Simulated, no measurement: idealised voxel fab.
Name of the process module below: voxel released beams
Square cells of 5 nm make up the cross-section cut, whose width is 220 nm.
A cross-section in this document is a grid of square cells, and it is written down as bands, the top band listed before the ones below it; a band is made up of one or more rows of cells.
In this notation a band is specified by the heights of its top and bottom, in that order and in nm, after which its materials appear from left to right, each paired with its width in nm. The word "everywhere" attached to a single material means that material fills the band from edge to edge; the word "empty" stands for empty space.
We count height from 0. Below that, the starting wafer is all one material. The lowest band never ends at the bottom but goes on down; see "0 nm and below" for how that is written.
When a width is written as two numbers, as in "30->40", the first number is the width in the top row of cells of the band and the second is the width in its bottom row, and the width changes by the same amount from each row to the next.
"all unchanged", as given for a step, is the statement that not any cell of the cross-section underwent a change during that step.
Listed in "Enclosed void entries": every empty space of 8 or more cells without an open way to the top. Form: width x height at distance, the distance being from the left edge, all in nm.
What comes after the settings on a step's line is commentary from the simulator itself on that step.
When a step includes a mask, the "overlay nm" setting on its line states how far to the right of its planned place that mask lay, and negative values state how far to the left.
[The following list gives the planned process steps]
1: RECEIVE (material Si)
2: CONFORMAL_DEP (material SiN; thk nm 10)
3: DIRECTIONAL_DEP (material SiO2; thk nm 5)
4: MASKED_ETCH (tone open; mask id ANCHOR; width nm 35; etch materials SiO2; depth nm 10; overlay nm 0)
5: CONFORMAL_DEP (material W; thk nm 10)
6: DIRECTIONAL_DEP (material aC; thk nm 15)
7: PATTERN (tone cover; mask id BEAM; material resist; width nm 110; thk nm 30; overlay nm 0)
8: DIRECTIONAL_ETCH (etch materials aC; depth nm 15)
9: STRIP (etch materials resist)
10: DIRECTIONAL_ETCH (etch materials W; depth nm 10)
11: STRIP (etch materials aC)
12: STRIP (etch materials SiO2)
The plan shows the thk nm of step 3 as the first wafer had it; this setting differs between the wafers, which start out alike.
[Cross-section of the first of several wafers as received (after step 1)]
> 0 nm and below: Si everywhere
> Enclosed void entries: none
[first wafer at the end, after step 12]
> 25 nm to 20 nm: empty 50 nm, then W 15 nm, then empty 15 nm, then W 80 nm, then empty 60 nm
> 20 nm to 10 nm: empty 50->55 nm, then W 110->35 nm, then empty 60->130 nm
> 10 nm to 0 nm: SiN everywhere
> 0 nm and below: Si everywhere
> Enclosed void entries: none
[Wafer cross-section (last wafer, module end)]
> 10 nm to 0 nm: SiN everywhere
> 0 nm and below: Si everywhere
> Enclosed void entries: none
[Here is how to read the rows: every wafer has a row, and it shows the wafer at the end of the module, giving for each material how many cells were gained (+) or lost (-) since the wafer was received, then listing its closed voids]
thk nm 5 | +88 SiN | +48 W | Enclosed void entries: none
thk nm 10 | +88 SiN | +52 W | Enclosed void entries: none
thk nm 15 | +88 SiN | Enclosed void entries: none
thk nm 20 | +88 SiN | Enclosed void entries: none
thk nm 25 | +88 SiN | Enclosed void entries: none
